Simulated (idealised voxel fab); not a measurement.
Module name: voxel air gaps (process module)
FYI the section here is cut, 260 nm wide, cells are 5 nm squares.
Cross-sections here: square-cell grids, written as top-down lists of bands, a band being one or more rows of cells.
Each band's line starts with the height of the band's top and of its bottom, in nm. Then come its materials from left to right, each with its width in nm. One material with "all across" fills the band from edge to edge. "empty" is empty space.
Heights are measured from 0, the level below which the as-received wafer is all one material; the lowest band has no bottom and continues downward, written as in "0 down".
Quick explanation for "30 to 40": the width changes in equal steps down the rows of cells, from the first number in the band's top row to the second number in its bottom row.
A step reported as "remained unchanged" is a step in which no cell of the cross-section changed.
Under "Sealed internal cavities" you'll find the enclosed gaps, the ones with no way out to the top, that are 8 cells or bigger; each reads width x height at distance, with distance counted from the left edge, everything in nm.
Note: text after step settings on the step line = simulator remark on that step.
Steps that use a mask can have "overlay nm" on their line. It says how far the mask sat to the right of where it was meant to be. Negative means to the left.

**These are the steps we planned for the process**
1,RECEIVE (material Si)
2,CONFORMAL_DEP (material SiO2; thk nm 10)
3,CONFORMAL_DEP (material SiCN; thk nm 5)
4,DIRECTIONAL_DEP (material SiO2; thk nm 35)
5,DIRECTIONAL_DEP (material aC; thk nm 15)
6,PATTERN (tone open; mask id LINES; material resist; width nm 25; pitch nm 50; thk nm 35; overlay nm 0)
7,DIRECTIONAL_ETCH (etch materials aC; depth nm 15)
8,STRIP (etch materials resist)
9,DIRECTIONAL_ETCH (etch materials SiO2; depth nm 35)
10,STRIP (etch materials aC)
11,CONFORMAL_DEP (material TiN; thk nm 5)
12,FILL_DEP (material W; thk nm 10)
13,CMP (height nm 50)
14,EPI (material Ru; thk nm 10)
15,SELECTIVE_ETCH (etch materials SiO2; depth nm 45)
16,CONFORMAL_DEP (material SiCN; thk nm 5)

**Delivered wafer in cross-section: state after step 1**
	0 down | Si all across
	Sealed internal cavities: none

**Starting structure and process plan are as shown above, but one mistake was made in running the module; the wafer cross-section at the end of the module follows**
	65 to 60 | 25 nm empty, 205 nm SiCN, 30 nm empty
	60 to 50 | 25 nm empty, 5 nm SiCN, 45 nm Ru, 5 nm SiCN, 45 nm Ru, 5 nm SiCN, 45 nm Ru, 5 nm SiCN, 45 nm Ru, 5 nm SiCN, 30 nm empty
	50 to 20 | 25 nm empty, 5 nm SiCN, 10 nm Ru, 5 nm TiN, 15 nm W, 5 nm TiN, 10 nm Ru, 5 nm SiCN, 10 nm Ru, 5 nm TiN, 15 nm W, 5 nm TiN, 10 nm Ru, 5 nm SiCN, 10 nm Ru, 5 nm TiN, 15 nm W, 5 nm TiN, 10 nm Ru, 5 nm SiCN, 10 nm Ru, 5 nm TiN, 15 nm W, 5 nm TiN, 10 nm Ru, 5 nm SiCN, 30 nm empty
	20 to 15 | 30 nm SiCN, 10 nm Ru, 25 nm TiN, 10 nm Ru, 5 nm SiCN, 10 nm Ru, 25 nm TiN, 10 nm Ru, 5 nm SiCN, 10 nm Ru, 25 nm TiN, 10 nm Ru, 5 nm SiCN, 10 nm Ru, 25 nm TiN, 10 nm Ru, 35 nm SiCN
	15 to 10 | SiCN all across
	10 to 0 | SiO2 all across
	0 down | Si all across
	Sealed internal cavities: none
So what did we get wrong on this run? ran 14 and 15 in swapped order versus the plan
